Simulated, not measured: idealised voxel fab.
voxel spacer lines: a process module
Section cut is 265 nm wide and gridded with 5 nm square cells.
Cross-section layout: square cells on a grid; listed as bands, top to bottom; a band spans one or more cell rows.
For a band, the entry starts with two heights in nm, that of the top and then that of the bottom, and carries on with the band's materials in order from left to right, each alongside its width in nm; the word "throughout" beside a single material means it fills the band edge to edge, and "blank" means empty space.
The reference from which all heights are counted is 0, the level beneath which the as-received wafer is entirely one material; the lowest band, having no lower bound, proceeds downward and is written after the example "0 nm and below".
So if you see something like "30 to 40" for the width, read it as the top row of the band sitting at the first number and the bottom row at the second, with every row in between moving by the same amount as the last.
Any step labelled "nothing changed" changed none of the cells in the cross-section.
"Tabulated closed voids" means: voids of 8 cells or more that are shut off from the top with no open way through. Written width x height at distance, distance from the left edge, in nm.
Read whatever lies past the settings on a step's line as the simulator's own remark about the step.
You can add "overlay nm" to a step's line. For a step with a mask, it describes how far the mask lay to the right of its planned position, and a negative number describes a lay to the left.

plan
- 1: RECEIVE [material Si]
- 2: CONFORMAL_DEP [material Al2O3] [thk nm 10]
- 3: DIRECTIONAL_DEP [material SiN] [thk nm 10]
- 4: DIRECTIONAL_DEP [material aC] [thk nm 30]
- 5: PATTERN [tone cover] [mask id MANDREL] [material resist] [width nm 25] [pitch nm 80] [thk nm 35] [overlay nm 0]
- 6: DIRECTIONAL_ETCH [etch materials aC] [depth nm 30]
- 7: STRIP [etch materials resist]
- 8: CONFORMAL_DEP [material SiO2] [thk nm 15]
- 9: DIRECTIONAL_ETCH [etch materials SiO2] [depth nm 15]
- 10: STRIP [etch materials aC]
- 11: DIRECTIONAL_ETCH [etch materials SiN] [depth nm 10]
- 12: STRIP [etch materials SiO2]
- 13: FILL_DEP [material lowk] [thk nm 10]
- 14: CMP [height nm 20]

As-received state of the wafer in cross-section, equivalent to post-step 1
0 nm and below | Si throughout
Tabulated closed voids: none

Cross-sectional result after module completion. Note: starting condition and plan are unchanged from above; one processing mistake was made
20 nm to 10 nm | Al2O3 throughout
10 nm to 0 nm | SiN throughout
0 nm and below | Si throughout
Tabulated closed voids: none
Processing error: plan vs actual: 2 and 3 interchanged
